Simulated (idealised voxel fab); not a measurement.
process module | voxel trench capacitor
cross-section cut | 260 nm wide | cells 5 nm
A cross-section is a grid of square cells, given in bands from the top down. A band is one or more rows of cells.
Each band's line starts with the height of the band's top and of its bottom, in nm. Then come its materials from left to right, each with its width in nm. One material with "throughout" fills the band from edge to edge. "air" is empty space.
Height 0 is the level under which the wafer as received is all one material. The lowest band goes on downwards, as in "0 down".
A width such as "30 to 40" changes by the same amount from each row of cells to the next, from the band's top row to its bottom row.
"no change" after a step means that no cell of the cross-section changed.
closed voids: empty space of 8 cells or more with no open way to the top, each as width x height at its distance from the left edge, in nm
after a step's settings: what the simulator itself notes on the step
overlay nm, on a step with a mask: how far to the right of its planned place the mask lay; to the left if negative
plan
1 op RECEIVE | material Si
2 op CONFORMAL_DEP | material SiN | thk nm 10
3 op DIRECTIONAL_DEP | material aC | thk nm 15
4 op PATTERN | tone open | mask id TRENCH | material resist | width nm 30 | pitch nm 55 | thk nm 30 | overlay nm 0
5 op DIRECTIONAL_ETCH | etch materials aC | depth nm 15
6 op STRIP | etch materials resist
7 op DIRECTIONAL_ETCH | etch materials SiN | depth nm 10
8 op DIRECTIONAL_ETCH | etch materials Si | depth nm 30
9 op STRIP | etch materials aC
10 op CONFORMAL_DEP | material HfO2 | thk nm 5
11 op CONFORMAL_DEP | material TiN | thk nm 5
12 op FILL_DEP | material W | thk nm 10
13 op CMP | height nm 10
as received, after step 1
  0 down: Si throughout
  closed voids: none
a wafer at the end: this start, this plan, one mistake
  10 to 0: SiN 30 | HfO2 5 | TiN 5 | W 10 | TiN 5 | HfO2 5 | SiN 25 | HfO2 5 | TiN 5 | W 10 | TiN 5 | HfO2 5 | SiN 25 | HfO2 5 | TiN 5 | W 10 | TiN 5 | HfO2 5 | SiN 25 | HfO2 5 | TiN 5 | W 10 | TiN 5 | HfO2 5 | SiN 35
  0 to -30: Si 30 | HfO2 5 | TiN 5 | W 10 | TiN 5 | HfO2 5 | Si 25 | HfO2 5 | TiN 5 | W 10 | TiN 5 | HfO2 5 | Si 25 | HfO2 5 | TiN 5 | W 10 | TiN 5 | HfO2 5 | Si 25 | HfO2 5 | TiN 5 | W 10 | TiN 5 | HfO2 5 | Si 35
  -30 to -35: Si 30 | HfO2 5 | TiN 20 | HfO2 5 | Si 25 | HfO2 5 | TiN 20 | HfO2 5 | Si 25 | HfO2 5 | TiN 20 | HfO2 5 | Si 25 | HfO2 5 | TiN 20 | HfO2 5 | Si 35
  -35 to -40: Si 30 | HfO2 30 | Si 25 | HfO2 30 | Si 25 | HfO2 30 | Si 25 | HfO2 30 | Si 35
  -40 down: Si throughout
  closed voids: none
what went wrong: step 8 ran as: op DIRECTIONAL_ETCH | etch materials Si | depth nm 40
